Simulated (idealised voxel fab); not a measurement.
process module | voxel tone inversion
cross-section cut | 220 nm wide | cells 5 nm
A cross-section is a grid of square cells, given in bands from the top down. A band is one or more rows of cells.
Each band's line starts with the height of the band's top and of its bottom, in nm. Then come its materials from left to right, each with its width in nm. One material with "throughout" fills the band from edge to edge. "air" is empty space.
Height 0 is the level under which the wafer as received is all one material. The lowest band goes on downwards, as in "0 down".
A width such as "30 to 40" changes by the same amount from each row of cells to the next, from the band's top row to its bottom row.
"no change" after a step means that no cell of the cross-section changed.
closed voids: empty space of 8 cells or more with no open way to the top, each as width x height at its distance from the left edge, in nm
after a step's settings: what the simulator itself notes on the step
overlay nm, on a step with a mask: how far to the right of its planned place the mask lay; to the left if negative
plan
1 op RECEIVE | material Si
2 op CONFORMAL_DEP | material SiN | thk nm 5
3 op DIRECTIONAL_DEP | material aC | thk nm 20
4 op PATTERN | tone cover | mask id POSTS | material resist | width nm 20 | pitch nm 40 | thk nm 30 | overlay nm 0
5 op DIRECTIONAL_ETCH | etch materials aC | depth nm 20
6 op STRIP | etch materials resist
7 op FILL_DEP | material lowk | thk nm 5
8 op CMP | height nm 25
9 op STRIP | etch materials aC
10 op CONFORMAL_DEP | material TiN | thk nm 5
11 op FILL_DEP | material Cu | thk nm 10
12 op CMP | height nm 25
13 op CONFORMAL_DEP | material SiCN | thk nm 5
as received, after step 1
  0 down: Si throughout
  closed voids: none
a wafer at the end: this start, this plan, one mistake
  30 to 25: SiCN throughout
  25 to 10: lowk 75 | TiN 5 | Cu 10 | TiN 5 | lowk 20 | TiN 5 | Cu 10 | TiN 5 | lowk 85
  10 to 5: lowk 75 | TiN 20 | lowk 20 | TiN 20 | lowk 85
  5 to 0: SiN throughout
  0 down: Si throughout
  closed voids: none
what went wrong: step 4 ran as: op PATTERN | tone cover | mask id POSTS | material resist | width nm 20 | pitch nm 40 | thk nm 30 | overlay nm -5
